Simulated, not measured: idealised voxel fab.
This section sets out a process module, namely voxel self aligned vias.
FYI the section here is cut, 205 nm wide, cells are 5 nm squares.
Cross-section, as written here: a square-cell grid given band by band from the top down, where a band holds one or more rows of cells. Each band's line starts with the height of the band's top and of its bottom, in nm. Then come its materials from left to right, each with its width in nm. One material with "everywhere" fills the band from edge to edge. "blank" is empty space. Ref level 0: as-received wafer is one material below here. Bottom band extends down with no lower bound ("z 0 and below"). Note: "30->40" means the width goes from the first number (top row of the band) to the second number (bottom row) in equal steps per row of cells. "no alteration" -> step changed no cross-section cell. Under "Cavities, closed" you'll find the enclosed gaps, the ones with no way out to the top, that are 8 cells or bigger; each reads width x height at distance, with distance counted from the left edge, everything in nm. Where a step's line continues beyond its settings, the continuation is a remark by the simulator itself on that step. overlay nm: on a step with a mask, how far right of its planned place the mask lay; negative means left.

These are the steps we planned for the process:
1. RECEIVE [material Si]
2. CONFORMAL_DEP [material SiO2] [thk nm 15]
3. CONFORMAL_DEP [material SiCN] [thk nm 5]
4. DIRECTIONAL_DEP [material SiO2] [thk nm 20]
5. PATTERN [tone open] [mask id LINES] [material resist] [width nm 25] [pitch nm 60] [thk nm 20] [overlay nm 0]
6. DIRECTIONAL_ETCH [etch materials SiO2] [depth nm 20]
7. STRIP [etch materials resist]
8. CONFORMAL_DEP [material TiN] [thk nm 5]
9. FILL_DEP [material Ru] [thk nm 5]
10. CMP [height nm 40]
11. SELECTIVE_ETCH [etch materials W Ru TiN] [depth nm 5]
12. FILL_DEP [material SiN] [thk nm 5]
13. CMP [height nm 40]
14. DIRECTIONAL_DEP [material SiO2] [thk nm 15]
15. MASKED_ETCH [tone open] [mask id VIAS] [width nm 45] [pitch nm 60] [etch materials SiO2] [depth nm 15] [overlay nm 0]
16. MASKED_ETCH [tone open] [mask id VIAS] [width nm 45] [pitch nm 60] [etch materials SiN] [depth nm 5] [overlay nm 0]
17. CONFORMAL_DEP [material TiN] [thk nm 5]
18. FILL_DEP [material W] [thk nm 5]
19. CMP [height nm 55]
20. CONFORMAL_DEP [material SiN] [thk nm 5]

as received, after step 1:
> z 0 and below  Si everywhere
> Cavities, closed: none

The module was run from the start shown above using the plan shown above, but one mistake was made doing it; the resulting wafer cross-section is below:
> z 60 to 55  SiN everywhere
> z 55 to 45  20 nm SiO2 | 5 nm TiN | 35 nm W | 5 nm TiN | 15 nm SiO2 | 5 nm TiN | 35 nm W | 5 nm TiN | 15 nm SiO2 | 5 nm TiN | 35 nm W | 5 nm TiN | 20 nm SiO2
> z 45 to 40  20 nm SiO2 | 45 nm TiN | 15 nm SiO2 | 45 nm TiN | 15 nm SiO2 | 45 nm TiN | 20 nm SiO2
> z 40 to 35  20 nm SiN | 10 nm TiN | 25 nm SiO2 | 10 nm TiN | 15 nm SiN | 10 nm TiN | 25 nm SiO2 | 10 nm TiN | 15 nm SiN | 10 nm TiN | 25 nm SiO2 | 10 nm TiN | 20 nm SiN
> z 35 to 25  25 nm Ru | 5 nm TiN | 25 nm SiO2 | 5 nm TiN | 25 nm Ru | 5 nm TiN | 25 nm SiO2 | 5 nm TiN | 25 nm Ru | 5 nm TiN | 25 nm SiO2 | 5 nm TiN | 25 nm Ru
> z 25 to 20  30 nm TiN | 25 nm SiO2 | 35 nm TiN | 25 nm SiO2 | 35 nm TiN | 25 nm SiO2 | 30 nm TiN
> z 20 to 15  SiCN everywhere
> z 15 to 0  SiO2 everywhere
> z 0 and below  Si everywhere
> Cavities, closed: none
Short version of what went wrong: for step 5, the planned setting was not used; the step was instead run as PATTERN [tone cover] [mask id LINES] [material resist] [width nm 25] [pitch nm 60] [thk nm 20] [overlay nm 0]
